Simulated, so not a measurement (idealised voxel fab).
Process module under the name voxel self aligned contacts
Cross-section cut: width 175 nm, square cells of 5 nm.
Cross-section layout: square cells on a grid; listed as bands, top to bottom; a band spans one or more cell rows. Each band's line starts with the height of the band's top and of its bottom, in nm. Then come its materials from left to right, each with its width in nm. One material with "throughout" fills the band from edge to edge. "empty" is empty space. Heights are expressed relative to 0, this being the level below which the as-received wafer comprises one material exclusively. The lowest band is unbounded in the downward direction and is denoted as in "0 nm and below". When a width is written as two numbers, as in "30->40", the first number is the width in the top row of cells of the band and the second is the width in its bottom row, and the width changes by the same amount from each row to the next. Take "nothing different" at face value: in the step it is given for, the cross-section changed in none of its cells. Empty spaces counting at least 8 cells and having no open way to the top are listed in "Trapped cavities". The notation width x height at distance is used for each, the distance being from the left edge and all three values in nm. Formally, on a step line, whatever follows the settings is a remark that the simulator itself makes on the step. overlay nm: step with mask; distance mask lay right of planned place; negative value = left of planned place.

### Intended process steps
1. RECEIVE, material Si
2. CONFORMAL_DEP, material SiO2, thk nm 5
3. DIRECTIONAL_DEP, material polySi, thk nm 20
4. DIRECTIONAL_DEP, material SiN, thk nm 15
5. MASKED_ETCH, tone cover, mask id GATE, width nm 15, pitch nm 60, etch materials SiN, depth nm 15, overlay nm 0
6. MASKED_ETCH, tone cover, mask id GATE, width nm 25, pitch nm 60, etch materials polySi, depth nm 20, overlay nm 0
7. CONFORMAL_DEP, material SiN, thk nm 5
8. DIRECTIONAL_ETCH, etch materials SiN, depth nm 5
9. FILL_DEP, material SiO2, thk nm 10
10. CMP, height nm 45
11. PATTERN, tone open, mask id CONTACT, material resist, width nm 45, pitch nm 60, thk nm 20, overlay nm 0
12. DIRECTIONAL_ETCH, etch materials SiO2, depth nm 45
13. STRIP, etch materials resist
14. CONFORMAL_DEP, material TiN, thk nm 5
15. FILL_DEP, material Ru, thk nm 5
16. CMP, height nm 45
17. CONFORMAL_DEP, material SiCN, thk nm 5
Be aware that, although all wafers share a common starting state, the width nm at step 5 differs among them, and the plan displays the first wafer's value.

### Cross-sectional view of the first of several wafers in the as-received condition, corresponding to the state following step 1
  0 nm and below | Si throughout
  Trapped cavities: none

### Per wafer, end of module: cells gained (+) or lost (-) per material since receipt, then closed voids
width nm 15; +60 Ru; +35 SiCN; +69 SiN; +76 SiO2; +50 TiN; +60 polySi; Trapped cavities: none
width nm 20; +54 Ru; +35 SiCN; +78 SiN; +73 SiO2; +50 TiN; +60 polySi; Trapped cavities: none
width nm 25; +48 Ru; +35 SiCN; +87 SiN; +70 SiO2; +50 TiN; +60 polySi; Trapped cavities: none
